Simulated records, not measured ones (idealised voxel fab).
The document below concerns the process module designated voxel ribs on slabs.
Square cells of 5 nm make up the cross-section cut, whose width is 260 nm.
Throughout this document, each cross-section is represented as a grid of square cells and is presented as a sequence of bands enumerated from the top downward, where a band comprises one or more rows of cells. Quick guide to a band line: top height, bottom height (nm) up front; then every material left to right with its width in nm. Only one material and it's marked "throughout"? Then it fills the band edge to edge. And "blank" just means empty space. Note: height 0 marks the level under which the wafer is uniformly one material as received. Lowest band unbounded below, written "0 nm and below". It should be noted that a width expressed as "30..40" varies in equal increments from row to row of cells within the band, taking the value of the first number at the top row and that of the second number at the bottom row. The cross-section has no changed cell in any step marked "everything unchanged". This entry, "Catalogued sealed voids", enumerates those empty regions of no fewer than 8 cells that possess no open connection to the top. Each region is reported in the form width x height at distance, the distance being taken from the left edge, with all three quantities expressed in nm. Formally, on a step line, whatever follows the settings is a remark that the simulator itself makes on the step. What "overlay nm" on a step's line means: if the step has a mask, that mask lay this far to the right of its planned place, or, when the value is negative, to the left. Heads up before you read on: it's before/after pairs around one process step each, after side only down to the lowest band that changed, step plus settings under the pair. Pairs can be from different runs of this module, same starting wafer, so only chain a pair onto the one above if its "Pre-step section" entry says so.
-- Pre-step section
	75 nm to 50 nm  SiO2 throughout
	50 nm to 30 nm  SiO2 (115); polySi (25); SiO2 (120)
	30 nm to 25 nm  SiO2 (95); polySi (65); SiO2 (100)
	25 nm to 0 nm  SiO2 throughout
	0 nm and below  Si throughout
	Catalogued sealed voids: none
-- Post-Process View
	90 nm to 75 nm  aC throughout
	Lower than 75, everything is as it was.
	Catalogued sealed voids: none
The process step separating the two cross-sections depicted above is as follows: DIRECTIONAL_DEP: material aC, thk nm 15
Pre-step section: this step begins from the cross-section that the pair just above shows after its step.
-- Post-Process View
	125 nm to 90 nm  blank (110); resist (35); blank (115)
	Lower than 90, everything is as it was.
	Catalogued sealed voids: none
The process step separating the two cross-sections depicted above is as follows: PATTERN: tone cover, mask id HEATER, material resist, width nm 35, thk nm 35, overlay nm 0
Pre-step section: this step begins from the cross-section that the pair just above shows after its step.
-- Post-Process View
	110 nm to 90 nm  blank (110); resist (35); blank (115)
	90 nm to 75 nm  blank (110); aC (35); blank (115)
	Lower than 75, everything is as it was.
	Catalogued sealed voids: none
The process step separating the two cross-sections depicted above is as follows: DIRECTIONAL_ETCH: etch materials aC, depth nm 15
Pre-step section: this step begins from the cross-section that the pair just above shows after its step.
-- Post-Process View
	90 nm to 75 nm  blank (110); aC (35); blank (115)
	Lower than 75, everything is as it was.
	Catalogued sealed voids: none
The process step separating the two cross-sections depicted above is as follows: STRIP: etch materials resist
Pre-step section: this step begins from the cross-section that the pair just above shows after its step.
-- Post-Process View
	75 nm to 50 nm  SiO2 throughout
	Lower than 50, everything is as it was.
	Catalogued sealed voids: none
The process step separating the two cross-sections depicted above is as follows: STRIP: etch materials aC
Pre-step section: this step begins from the cross-section that the pair just above shows after its step.
-- Post-Process View
	85 nm to 50 nm  SiO2 throughout
	Lower than 50, everything is as it was.
	Catalogued sealed voids: none
The process step separating the two cross-sections depicted above is as follows: CONFORMAL_DEP: material SiO2, thk nm 10
-- Pre-step section
	50 nm to 30 nm  blank (115); polySi (25); blank (120)
	30 nm to 25 nm  polySi throughout
	25 nm to 0 nm  SiO2 throughout
	0 nm and below  Si throughout
	Catalogued sealed voids: none
-- Post-Process View
	70 nm to 50 nm  resist (95); blank (65); resist (100)
	50 nm to 30 nm  resist (95); blank (20); polySi (25); blank (20); resist (100)
	Lower than 30, everything is as it was.
	Catalogued sealed voids: none
The process step separating the two cross-sections depicted above is as follows: PATTERN: tone open, mask id SLAB, material resist, width nm 65, thk nm 20, overlay nm 0
Pre-step section: this step begins from the cross-section that the pair just above shows after its step.
-- Post-Process View
	70 nm to 45 nm  resist (95); blank (65); resist (100)
	45 nm to 30 nm  resist (95); blank (20); polySi (25); blank (20); resist (100)
	30 nm to 25 nm  polySi (95); blank (20); polySi (25); blank (20); polySi (100)
	Lower than 25, everything is as it was.
	Catalogued sealed voids: none
The process step separating the two cross-sections depicted above is as follows: DIRECTIONAL_ETCH: etch materials polySi, depth nm 5
Pre-step section: this step begins from the cross-section that the pair just above shows after its step.
-- Post-Process View
	45 nm to 30 nm  blank (115); polySi (25); blank (120)
	Lower than 30, everything is as it was.
	Catalogued sealed voids: none
The process step separating the two cross-sections depicted above is as follows: STRIP: etch materials resist
Pre-step section: this step begins from the cross-section that the pair just above shows after its step.
-- Post-Process View
	75 nm to 45 nm  SiO2 throughout
	45 nm to 30 nm  SiO2 (115); polySi (25); SiO2 (120)
	30 nm to 25 nm  polySi (95); SiO2 (20); polySi (25); SiO2 (20); polySi (100)
	Lower than 25, everything is as it was.
	Catalogued sealed voids: none
The process step separating the two cross-sections depicted above is as follows: FILL_DEP: material SiO2, thk nm 30
Pre-step section: this step begins from the cross-section that the pair just above shows after its step.
-- Post-Process View
	70 nm to 45 nm  SiO2 throughout
	Lower than 45, everything is as it was.
	Catalogued sealed voids: none
The process step separating the two cross-sections depicted above is as follows: CMP: height nm 70
Pre-step section: this step begins from the cross-section that the pair just above shows after its step.
-- Post-Process View
	75 nm to 70 nm  TiN throughout
	Lower than 70, everything is as it was.
	Catalogued sealed voids: none
The process step separating the two cross-sections depicted above is as follows: DIRECTIONAL_DEP: material TiN, thk nm 5
Pre-step section: this step begins from the cross-section that the pair just above shows after its step.
-- Post-Process View
	90 nm to 75 nm  aC throughout
	Lower than 75, everything is as it was.
	Catalogued sealed voids: none
The process step separating the two cross-sections depicted above is as follows: DIRECTIONAL_DEP: material aC, thk nm 15
Pre-step section: this step begins from the cross-section that the pair just above shows after its step.
-- Post-Process View
	125 nm to 90 nm  blank (110); resist (35); blank (115)
	Lower than 90, everything is as it was.
	Catalogued sealed voids: none
The process step separating the two cross-sections depicted above is as follows: PATTERN: tone cover, mask id HEATER, material resist, width nm 35, thk nm 35, overlay nm 0
Pre-step section: this step begins from the cross-section that the pair just above shows after its step.
-- Post-Process View
	110 nm to 90 nm  blank (110); resist (35); blank (115)
	90 nm to 75 nm  blank (110); aC (35); blank (115)
	Lower than 75, everything is as it was.
	Catalogued sealed voids: none
The process step separating the two cross-sections depicted above is as follows: DIRECTIONAL_ETCH: etch materials aC, depth nm 15
Pre-step section: this step begins from the cross-section that the pair just above shows after its step.
-- Post-Process View
	90 nm to 75 nm  blank (110); aC (35); blank (115)
	Lower than 75, everything is as it was.
	Catalogued sealed voids: none
The process step separating the two cross-sections depicted above is as follows: STRIP: etch materials resist
Pre-step section: this step begins from the cross-section that the pair just above shows after its step.
-- Post-Process View
	90 nm to 75 nm  blank (110); aC (35); blank (115)
	75 nm to 70 nm  blank (110); TiN (35); blank (115)
	Lower than 70, everything is as it was.
	Catalogued sealed voids: none
The process step separating the two cross-sections depicted above is as follows: DIRECTIONAL_ETCH: etch materials TiN, depth nm 5
Pre-step section: this step begins from the cross-section that the pair just above shows after its step.
-- Post-Process View
	75 nm to 70 nm  blank (110); TiN (35); blank (115)
	Lower than 70, everything is as it was.
	Catalogued sealed voids: none
The process step separating the two cross-sections depicted above is as follows: STRIP: etch materials aC
Pre-step section: this step begins from the cross-section that the pair just above shows after its step.
-- Post-Process View
	85 nm to 80 nm  blank (100); SiO2 (55); blank (105)
	80 nm to 75 nm  SiO2 throughout
	75 nm to 70 nm  SiO2 (110); TiN (35); SiO2 (115)
	Lower than 70, everything is as it was.
	Catalogued sealed voids: none
The process step separating the two cross-sections depicted above is as follows: CONFORMAL_DEP: material SiO2, thk nm 10
